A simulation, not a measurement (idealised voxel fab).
process module | voxel self aligned contacts
cross-section cut | 235 nm wide | cells 5 nm
A cross-section is a grid of square cells, given in bands from the top down. A band is one or more rows of cells.
Each band's line starts with the height of the band's top and of its bottom, in nm. Then come its materials from left to right, each with its width in nm. One material with "throughout" fills the band from edge to edge. "air" is empty space.
Height 0 is the level under which the wafer as received is all one material. The lowest band goes on downwards, as in "0 down".
A width such as "30 to 40" changes by the same amount from each row of cells to the next, from the band's top row to its bottom row.
"no change" after a step means that no cell of the cross-section changed.
closed voids: empty space of 8 cells or more with no open way to the top, each as width x height at its distance from the left edge, in nm
after a step's settings: what the simulator itself notes on the step
overlay nm, on a step with a mask: how far to the right of its planned place the mask lay; to the left if negative
plan
1 op RECEIVE | material Si
2 op CONFORMAL_DEP | material SiO2 | thk nm 5
3 op DIRECTIONAL_DEP | material polySi | thk nm 30
4 op DIRECTIONAL_DEP | material SiN | thk nm 20
5 op DIRECTIONAL_DEP | material aC | thk nm 10
6 op PATTERN | tone cover | mask id GATE | material resist | width nm 30 | pitch nm 65 | thk nm 25 | overlay nm 0
7 op DIRECTIONAL_ETCH | etch materials aC | depth nm 10
8 op STRIP | etch materials resist
9 op DIRECTIONAL_ETCH | etch materials SiN | depth nm 20
10 op DIRECTIONAL_ETCH | etch materials polySi | depth nm 30
11 op STRIP | etch materials aC
12 op CONFORMAL_DEP | material SiN | thk nm 10
13 op DIRECTIONAL_ETCH | etch materials SiN | depth nm 10
14 op FILL_DEP | material SiO2 | thk nm 15
15 op CMP | height nm 65
16 op PATTERN | tone open | mask id CONTACT | material resist | width nm 45 | thk nm 20 | overlay nm 0
17 op DIRECTIONAL_ETCH | etch materials SiO2 | depth nm 65
18 op STRIP | etch materials resist
19 op CONFORMAL_DEP | material TiN | thk nm 5
20 op FILL_DEP | material Ru | thk nm 5
21 op CMP | height nm 65
22 op CONFORMAL_DEP | material SiN | thk nm 5
as received, after step 1
  0 down: Si throughout
  closed voids: none
a wafer at the end: this start, this plan, one mistake
  70 to 65: SiN throughout
  65 to 55: SiO2 95 | TiN 5 | Ru 35 | TiN 5 | SiO2 95
  55 to 50: SiO2 95 | TiN 20 | Ru 5 | TiN 20 | SiO2 95
  50 to 30: SiO2 60 | SiN 50 | TiN 5 | Ru 5 | TiN 5 | SiN 50 | SiO2 60
  30 to 5: SiO2 60 | SiN 10 | polySi 30 | SiN 10 | TiN 5 | Ru 5 | TiN 5 | SiN 10 | polySi 30 | SiN 10 | SiO2 60
  5 to 0: SiO2 60 | SiN 10 | polySi 30 | SiN 10 | TiN 15 | SiN 10 | polySi 30 | SiN 10 | SiO2 60
  0 down: Si throughout
  closed voids: none
what went wrong: step 2 was left out
